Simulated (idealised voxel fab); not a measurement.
The document below concerns the process module designated voxel quadruple lines.
Xsec cut, 200 nm wide, square cell size 5 nm.
Bands, listed from the top down, are how a cross-section gets written in this document; the cross-section itself is a grid of square cells, and a band is one or more rows of them. What a band's entry tells you: where the top is and where the bottom is, as heights in nm, and after that what lies inside, material by material from left to right, each with its width in nm. Empty space is written as the word "air", and a single material marked with the word "everywhere" occupies the band from edge to edge. Below 0: as-received wafer, all one material; heights counted from there. Lowest band: no bottom, goes on down, written "0 -> down". Read "30 to 40" as a graded width: first number on top, second number at the bottom, same change between each pair of neighbouring rows. "no modifications" -> step changed no cross-section cell. Heads up: "Closed cavity list" only lists the empty pockets with no open path to the top that are 8 cells or more, and it writes them as width x height at distance, distance from the left edge, in nm. On a step's line, text after the settings is the simulator commenting on that step. A step's line can hold "overlay nm"; with a mask on that step, the setting says how far right of the planned place the mask lay, while a negative setting says it lay to the left.

### The planned process steps are enumerated hereunder
1 RECEIVE [material Si]
2 CONFORMAL_DEP [material Al2O3] [thk nm 5]
3 DIRECTIONAL_DEP [material Ru] [thk nm 10]
4 DIRECTIONAL_DEP [material polySi] [thk nm 20]
5 DIRECTIONAL_DEP [material aC] [thk nm 20]
6 PATTERN [tone cover] [mask id MANDREL] [material resist] [width nm 20] [pitch nm 60] [thk nm 30] [overlay nm 0]
7 DIRECTIONAL_ETCH [etch materials aC] [depth nm 20]
8 STRIP [etch materials resist]
9 CONFORMAL_DEP [material SiO2] [thk nm 10]
10 DIRECTIONAL_ETCH [etch materials SiO2] [depth nm 10]
11 STRIP [etch materials aC]
12 DIRECTIONAL_ETCH [etch materials polySi] [depth nm 20]
13 STRIP [etch materials SiO2]
14 CONFORMAL_DEP [material SiN] [thk nm 5]
15 DIRECTIONAL_ETCH [etch materials SiN] [depth nm 5]
16 STRIP [etch materials polySi]
17 DIRECTIONAL_ETCH [etch materials Ru] [depth nm 10]
18 STRIP [etch materials SiN]
19 FILL_DEP [material SiO2] [thk nm 10]
20 CMP [height nm 15]

### First wafer out of two, processed as planned

### Delivered wafer in cross-section: state after step 1
0 -> down: Si everywhere
Closed cavity list: none

### Presented here is a cross-section of the wafer after step 2 has been performed
5 -> 0: Al2O3 everywhere
Under the height 0 nothing was changed.

### Presented here is a cross-section of the wafer after step 3 has been performed
15 -> 5: Ru everywhere
Under the height 5 nothing was changed.

### Presented here is a cross-section of the wafer after step 4 has been performed
35 -> 15: polySi everywhere
Under the height 15 nothing was changed.

### Presented here is a cross-section of the wafer after step 5 has been performed
55 -> 35: aC everywhere
Under the height 35 nothing was changed.

### Presented here is a cross-section of the wafer after step 6 has been performed
85 -> 55: air (60); resist (20); air (40); resist (20); air (60)
Under the height 55 nothing was changed.

### Presented here is a cross-section of the wafer after step 7 has been performed
65 -> 55: air (60); resist (20); air (40); resist (20); air (60)
55 -> 35: air (60); aC (20); air (40); aC (20); air (60)
Under the height 35 nothing was changed.

### Presented here is a cross-section of the wafer after step 8 has been performed
55 -> 35: air (60); aC (20); air (40); aC (20); air (60)
Under the height 35 nothing was changed.

### Presented here is a cross-section of the wafer after step 9 has been performed
65 -> 55: air (50); SiO2 (40); air (20); SiO2 (40); air (50)
55 -> 45: air (50); SiO2 (10); aC (20); SiO2 (10); air (20); SiO2 (10); aC (20); SiO2 (10); air (50)
45 -> 35: SiO2 (60); aC (20); SiO2 (40); aC (20); SiO2 (60)
Under the height 35 nothing was changed.

### Presented here is a cross-section of the wafer after step 10 has been performed
55 -> 35: air (50); SiO2 (10); aC (20); SiO2 (10); air (20); SiO2 (10); aC (20); SiO2 (10); air (50)
Under the height 35 nothing was changed.

### Presented here is a cross-section of the wafer after step 11 has been performed
55 -> 35: air (50); SiO2 (10); air (20); SiO2 (10); air (20); SiO2 (10); air (20); SiO2 (10); air (50)
Under the height 35 nothing was changed.

### Presented here is a cross-section of the wafer after step 12 has been performed
55 -> 35: air (50); SiO2 (10); air (20); SiO2 (10); air (20); SiO2 (10); air (20); SiO2 (10); air (50)
35 -> 15: air (50); polySi (10); air (20); polySi (10); air (20); polySi (10); air (20); polySi (10); air (50)
Under the height 15 nothing was changed.

### Presented here is a cross-section of the wafer after step 13 has been performed
35 -> 15: air (50); polySi (10); air (20); polySi (10); air (20); polySi (10); air (20); polySi (10); air (50)
Under the height 15 nothing was changed.

### Presented here is a cross-section of the wafer after step 14 has been performed
40 -> 35: air (45); SiN (20); air (10); SiN (20); air (10); SiN (20); air (10); SiN (20); air (45)
35 -> 20: air (45); SiN (5); polySi (10); SiN (5); air (10); SiN (5); polySi (10); SiN (5); air (10); SiN (5); polySi (10); SiN (5); air (10); SiN (5); polySi (10); SiN (5); air (45)
20 -> 15: SiN (50); polySi (10); SiN (20); polySi (10); SiN (20); polySi (10); SiN (20); polySi (10); SiN (50)
Under the height 15 nothing was changed.

### Presented here is a cross-section of the wafer after step 15 has been performed
35 -> 15: air (45); SiN (5); polySi (10); SiN (5); air (10); SiN (5); polySi (10); SiN (5); air (10); SiN (5); polySi (10); SiN (5); air (10); SiN (5); polySi (10); SiN (5); air (45)
Under the height 15 nothing was changed.

### Presented here is a cross-section of the wafer after step 16 has been performed
35 -> 15: air (45); SiN (5); air (10); SiN (5); air (10); SiN (5); air (10); SiN (5); air (10); SiN (5); air (10); SiN (5); air (10); SiN (5); air (10); SiN (5); air (45)
Under the height 15 nothing was changed.

### Presented here is a cross-section of the wafer after step 17 has been performed
35 -> 15: air (45); SiN (5); air (10); SiN (5); air (10); SiN (5); air (10); SiN (5); air (10); SiN (5); air (10); SiN (5); air (10); SiN (5); air (10); SiN (5); air (45)
15 -> 5: air (45); Ru (5); air (10); Ru (5); air (10); Ru (5); air (10); Ru (5); air (10); Ru (5); air (10); Ru (5); air (10); Ru (5); air (10); Ru (5); air (45)
Under the height 5 nothing was changed.

### Presented here is a cross-section of the wafer after step 18 has been performed
15 -> 5: air (45); Ru (5); air (10); Ru (5); air (10); Ru (5); air (10); Ru (5); air (10); Ru (5); air (10); Ru (5); air (10); Ru (5); air (10); Ru (5); air (45)
Under the height 5 nothing was changed.

### Presented here is a cross-section of the wafer after step 19 has been performed
25 -> 15: SiO2 everywhere
15 -> 5: SiO2 (45); Ru (5); SiO2 (10); Ru (5); SiO2 (10); Ru (5); SiO2 (10); Ru (5); SiO2 (10); Ru (5); SiO2 (10); Ru (5); SiO2 (10); Ru (5); SiO2 (10); Ru (5); SiO2 (45)
Under the height 5 nothing was changed.

### Presented here is a cross-section of the wafer after step 20 has been performed
15 -> 5: SiO2 (45); Ru (5); SiO2 (10); Ru (5); SiO2 (10); Ru (5); SiO2 (10); Ru (5); SiO2 (10); Ru (5); SiO2 (10); Ru (5); SiO2 (10); Ru (5); SiO2 (10); Ru (5); SiO2 (45)
Under the height 5 nothing was changed.

### Wafer two. Identical start, identical plan. One mistake in execution. Identical history through step 5

### Cross-sectional representation of the second wafer at the time designated in the plan for the completion of step 6
85 -> 55: resist (60); air (20); resist (40); air (20); resist (60)
Under the height 55 nothing was changed.

### Cross-sectional representation of the second wafer at the time designated in the plan for the completion of step 7
65 -> 55: resist (60); air (20); resist (40); air (20); resist (60)
55 -> 35: aC (60); air (20); aC (40); air (20); aC (60)
Under the height 35 nothing was changed.

### Cross-sectional representation of the second wafer at the time designated in the plan for the completion of step 8
55 -> 35: aC (60); air (20); aC (40); air (20); aC (60)
Under the height 35 nothing was changed.

### Cross-sectional representation of the second wafer at the time designated in the plan for the completion of step 9
65 -> 55: SiO2 everywhere
55 -> 35: aC (60); SiO2 (20); aC (40); SiO2 (20); aC (60)
Under the height 35 nothing was changed.

### Cross-sectional representation of the second wafer at the time designated in the plan for the completion of step 10
55 -> 35: aC (60); SiO2 (20); aC (40); SiO2 (20); aC (60)
Under the height 35 nothing was changed.

### Cross-sectional representation of the second wafer at the time designated in the plan for the completion of step 11
55 -> 35: air (60); SiO2 (20); air (40); SiO2 (20); air (60)
Under the height 35 nothing was changed.

### Cross-sectional representation of the second wafer at the time designated in the plan for the completion of step 12
55 -> 35: air (60); SiO2 (20); air (40); SiO2 (20); air (60)
35 -> 15: air (60); polySi (20); air (40); polySi (20); air (60)
Under the height 15 nothing was changed.

### Cross-sectional representation of the second wafer at the time designated in the plan for the completion of step 13
35 -> 15: air (60); polySi (20); air (40); polySi (20); air (60)
Under the height 15 nothing was changed.

### Cross-sectional representation of the second wafer at the time designated in the plan for the completion of step 14
40 -> 35: air (55); SiN (30); air (30); SiN (30); air (55)
35 -> 20: air (55); SiN (5); polySi (20); SiN (5); air (30); SiN (5); polySi (20); SiN (5); air (55)
20 -> 15: SiN (60); polySi (20); SiN (40); polySi (20); SiN (60)
Under the height 15 nothing was changed.

### Cross-sectional representation of the second wafer at the time designated in the plan for the completion of step 15
35 -> 15: air (55); SiN (5); polySi (20); SiN (5); air (30); SiN (5); polySi (20); SiN (5); air (55)
Under the height 15 nothing was changed.

### Cross-sectional representation of the second wafer at the time designated in the plan for the completion of step 16
35 -> 15: air (55); SiN (5); air (20); SiN (5); air (30); SiN (5); air (20); SiN (5); air (55)
Under the height 15 nothing was changed.

### Cross-sectional representation of the second wafer at the time designated in the plan for the completion of step 17
35 -> 15: air (55); SiN (5); air (20); SiN (5); air (30); SiN (5); air (20); SiN (5); air (55)
15 -> 5: air (55); Ru (5); air (20); Ru (5); air (30); Ru (5); air (20); Ru (5); air (55)
Under the height 5 nothing was changed.

### Cross-sectional representation of the second wafer at the time designated in the plan for the completion of step 18
15 -> 5: air (55); Ru (5); air (20); Ru (5); air (30); Ru (5); air (20); Ru (5); air (55)
Under the height 5 nothing was changed.

### Cross-sectional representation of the second wafer at the time designated in the plan for the completion of step 19
25 -> 15: SiO2 everywhere
15 -> 5: SiO2 (55); Ru (5); SiO2 (20); Ru (5); SiO2 (30); Ru (5); SiO2 (20); Ru (5); SiO2 (55)
Under the height 5 nothing was changed.

### Cross-sectional representation of the second wafer at the time designated in the plan for the completion of step 20
15 -> 5: SiO2 (55); Ru (5); SiO2 (20); Ru (5); SiO2 (30); Ru (5); SiO2 (20); Ru (5); SiO2 (55)
Under the height 5 nothing was changed.
What was the processing mistake? step 6 was run on a setting that differed from the plan, and what really ran there is PATTERN [tone open] [mask id MANDREL] [material resist] [width nm 20] [pitch nm 60] [thk nm 30] [overlay nm 0]
Once processing is complete, comparing cell counts shows that the second wafer has more or fewer of certain materials than the first: Ru: 8 fewer | SiO2: 8 more
